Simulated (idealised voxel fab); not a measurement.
The following is a process module called voxel gate over fins.
Cross-section cut: width 145 nm, square cells of 5 nm.
Bands, listed from the top down, are how a cross-section gets written in this document; the cross-section itself is a grid of square cells, and a band is one or more rows of them.
Band: top and bottom heights (nm) first, top before bottom; then materials from left to right, widths in nm. "full width" marks a sole material filling the band edge to edge. "empty" denotes empty space.
Zero point of the height axis is 0; under it, received wafer = one material. Lowest band: continues down indefinitely, "z 0 and below".
Graded width ("30 to 40"): value in top row of band = first number; value in bottom row = second number; row-to-row change constant.
For the purposes of this document, the phrase "everything unchanged" attached to a step denotes that no cell within the cross-section was modified by that step.
"Enclosed cavities" contains a list of empty spaces, each no smaller than 8 cells and without an open way to the top, written in the form width x height at distance with the distance from the left edge and all three in nm.
On each step's line, the part that comes after the settings is the simulator's own comment on the step.
The "overlay nm" setting may appear on a step's line; for a step that uses a mask, it gives how far to the right of its planned position the mask lay, and a negative value indicates the left.
[Planned process steps]
1 RECEIVE,material Si
2 CONFORMAL_DEP,material SiN,thk nm 10
3 DIRECTIONAL_DEP,material aC,thk nm 15
4 PATTERN,tone cover,mask id FINS,material resist,width nm 15,pitch nm 40,thk nm 35,overlay nm 0
5 DIRECTIONAL_ETCH,etch materials aC,depth nm 15
6 STRIP,etch materials resist
7 DIRECTIONAL_ETCH,etch materials SiN,depth nm 10
8 DIRECTIONAL_ETCH,etch materials Si,depth nm 30
9 STRIP,etch materials aC
10 OXIDIZE,depth nm 5
11 FILL_DEP,material SiO2,thk nm 10
12 CMP,height nm 10
13 SELECTIVE_ETCH,etch materials SiO2,depth nm 25
14 STRIP,etch materials SiN
15 CONFORMAL_DEP,material HfO2,thk nm 5
16 CONFORMAL_DEP,material TiN,thk nm 5
17 FILL_DEP,material W,thk nm 10
18 CMP,height nm 15
19 CONFORMAL_DEP,material SiN,thk nm 5
[Wafer cross-section on receipt, i.e. after step 1]
> z 0 and below: Si full width
> Enclosed cavities: none
[End-of-module XS, first of two wafers, run as planned]
> z 20 to 15: SiN full width
> z 15 to 10: W full width
> z 10 to 5: W=20, then TiN=25, then W=15, then TiN=25, then W=15, then TiN=25, then W=20
> z 5 to 0: W=20, then TiN=5, then HfO2=15, then TiN=5, then W=15, then TiN=5, then HfO2=15, then TiN=5, then W=15, then TiN=5, then HfO2=15, then TiN=5, then W=20
> z 0 to -5: W=20, then TiN=5, then HfO2=5, then Si=5, then HfO2=5, then TiN=5, then W=15, then TiN=5, then HfO2=5, then Si=5, then HfO2=5, then TiN=5, then W=15, then TiN=5, then HfO2=5, then Si=5, then HfO2=5, then TiN=5, then W=20
> z -5 to -10: TiN=25, then HfO2=5, then Si=5, then HfO2=5, then TiN=25, then HfO2=5, then Si=5, then HfO2=5, then TiN=25, then HfO2=5, then Si=5, then HfO2=5, then TiN=25
> z -10 to -15: HfO2=30, then Si=5, then HfO2=35, then Si=5, then HfO2=35, then Si=5, then HfO2=30
> z -15 to -35: SiO2=30, then Si=5, then SiO2=35, then Si=5, then SiO2=35, then Si=5, then SiO2=30
> z -35 and below: Si full width
> Enclosed cavities: none
[Cross-sectional image of the second wafer of the two following completion of the module. Starting state and process plan were the same as for the first wafer; one execution error occurred]
> z 20 to 15: SiN full width
> z 15 to 10: W full width
> z 10 to 5: W=20, then aC=25, then W=15, then aC=25, then W=15, then aC=25, then W=20
> z 5 to 0: W=20, then aC=5, then HfO2=15, then aC=5, then W=15, then aC=5, then HfO2=15, then aC=5, then W=15, then aC=5, then HfO2=15, then aC=5, then W=20
> z 0 to -5: W=20, then aC=5, then HfO2=5, then Si=5, then HfO2=5, then aC=5, then W=15, then aC=5, then HfO2=5, then Si=5, then HfO2=5, then aC=5, then W=15, then aC=5, then HfO2=5, then Si=5, then HfO2=5, then aC=5, then W=20
> z -5 to -10: aC=25, then HfO2=5, then Si=5, then HfO2=5, then aC=25, then HfO2=5, then Si=5, then HfO2=5, then aC=25, then HfO2=5, then Si=5, then HfO2=5, then aC=25
> z -10 to -15: HfO2=30, then Si=5, then HfO2=35, then Si=5, then HfO2=35, then Si=5, then HfO2=30
> z -15 to -35: SiO2=30, then Si=5, then SiO2=35, then Si=5, then SiO2=35, then Si=5, then SiO2=30
> z -35 and below: Si full width
> Enclosed cavities: none
what went wrong: heads up, step 16 didn't go per plan, it actually ran as CONFORMAL_DEP,material aC,thk nm 5
End of process, cell counts, second wafer against first, materials with more or fewer: -47 TiN | +47 aC
